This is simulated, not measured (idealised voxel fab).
Process module name: voxel air gaps
The width of the displayed cross-section, cut, is 265 nm; its cells are square, with a size of 5 nm.
We lay out every cross-section as a grid of square cells and spell it out in bands from the top down, where one band means one or more rows of cells. Read a band's entry like this: the first values are the height of its top and the height of its bottom in nm, and what follows is the sequence of materials from left to right, each with its width in nm. Note that "blank" is empty space, and that a single material marked "everywhere" reaches across the band from edge to edge. The level at which height equals 0 is the one under which the wafer, as it arrives, is entirely one material. No lower edge exists for the bottom band, which continues downward and is notated as in "top 0, no bottom". A two-number width, for instance "30->40", indicates that the width is equal to the first number in the top row of the band and to the second number in the bottom row, and that it changes by a constant amount per row of cells. The designation "nothing altered", where it is given for a processing step, indicates that no cell of the cross-section was altered in the course of that step. The entry titled "Enclosed void list" provides the empty spaces that have no open way to the top, restricted to those of 8 cells or more. Each is presented as width x height at distance, the distance being measured from the left edge, with all three in nm. The remark found on a step's line after its settings is issued by the simulator itself and pertains to that step. "overlay nm" denotes, for a step that has a mask, the displacement of the mask to the right of its planned place, with negative values corresponding to the left.
# Set out below are the planned steps of the process
| 1 | RECEIVE | material Si |
| 2 | CONFORMAL_DEP | material SiO2 | thk nm 10 |
| 3 | CONFORMAL_DEP | material SiN | thk nm 5 |
| 4 | DIRECTIONAL_DEP | material lowk | thk nm 30 |
| 5 | PATTERN | tone open | mask id LINES | material resist | width nm 25 | pitch nm 50 | thk nm 15 | overlay nm 0 |
| 6 | DIRECTIONAL_ETCH | etch materials lowk | depth nm 30 |
| 7 | STRIP | etch materials resist |
| 8 | CONFORMAL_DEP | material TiN | thk nm 5 |
| 9 | FILL_DEP | material Ru | thk nm 10 |
| 10 | CMP | height nm 45 |
| 11 | EPI | material Ru | thk nm 10 |
| 12 | SELECTIVE_ETCH | etch materials lowk | depth nm 40 |
| 13 | CONFORMAL_DEP | material SiCN | thk nm 5 |
# Cross-section of the incoming wafer, state after step 1
    top 0, no bottom  Si everywhere
    Enclosed void list: none
# First of two wafers at the end of the module, shown in cross-section; run carried out as planned
    top 60, bottom 55  30 of blank | 205 of SiCN | 30 of blank
    top 55, bottom 45  30 of blank | 5 of SiCN | 45 of Ru | 5 of SiCN | 45 of Ru | 5 of SiCN | 45 of Ru | 5 of SiCN | 45 of Ru | 5 of SiCN | 30 of blank
    top 45, bottom 40  30 of blank | 15 of SiCN | 5 of TiN | 15 of Ru | 5 of TiN | 25 of SiCN | 5 of TiN | 15 of Ru | 5 of TiN | 25 of SiCN | 5 of TiN | 15 of Ru | 5 of TiN | 25 of SiCN | 5 of TiN | 15 of Ru | 5 of TiN | 15 of SiCN | 30 of blank
    top 40, bottom 20  40 of blank | 5 of SiCN | 5 of TiN | 15 of Ru | 5 of TiN | 5 of SiCN | 15 of blank | 5 of SiCN | 5 of TiN | 15 of Ru | 5 of TiN | 5 of SiCN | 15 of blank | 5 of SiCN | 5 of TiN | 15 of Ru | 5 of TiN | 5 of SiCN | 15 of blank | 5 of SiCN | 5 of TiN | 15 of Ru | 5 of TiN | 5 of SiCN | 40 of blank
    top 20, bottom 15  45 of SiCN | 25 of TiN | 25 of SiCN | 25 of TiN | 25 of SiCN | 25 of TiN | 25 of SiCN | 25 of TiN | 45 of SiCN
    top 15, bottom 10  SiN everywhere
    top 10, bottom 0  SiO2 everywhere
    top 0, no bottom  Si everywhere
    Enclosed void list: 15 x 20 at 75; 15 x 20 at 125; 15 x 20 at 175
# Here is the second of the two wafers cut open at the end of the module - same start, same plan as the first one, but we made one mistake running it
    top 75, bottom 70  SiCN everywhere
    top 70, bottom 50  Ru everywhere
    top 50, bottom 45  50 of TiN | 15 of Ru | 35 of TiN | 15 of Ru | 35 of TiN | 15 of Ru | 35 of TiN | 15 of Ru | 50 of TiN
    top 45, bottom 20  45 of lowk | 5 of TiN | 15 of Ru | 5 of TiN | 25 of lowk | 5 of TiN | 15 of Ru | 5 of TiN | 25 of lowk | 5 of TiN | 15 of Ru | 5 of TiN | 25 of lowk | 5 of TiN | 15 of Ru | 5 of TiN | 45 of lowk
    top 20, bottom 15  45 of lowk | 25 of TiN | 25 of lowk | 25 of TiN | 25 of lowk | 25 of TiN | 25 of lowk | 25 of TiN | 45 of lowk
    top 15, bottom 10  SiN everywhere
    top 10, bottom 0  SiO2 everywhere
    top 0, no bottom  Si everywhere
    Enclosed void list: none
So what did we get wrong on this run? step 10 from the plan never happened, it was just skipped
Upon completion, the second wafer contains, in terms of cells, a greater or smaller amount of certain materials than the first wafer: 152 more of Ru | 84 fewer of SiCN | 41 more of TiN | 198 more of lowk
On completion, 0 closed voids are found in the second wafer, whereas the first wafer has 3.
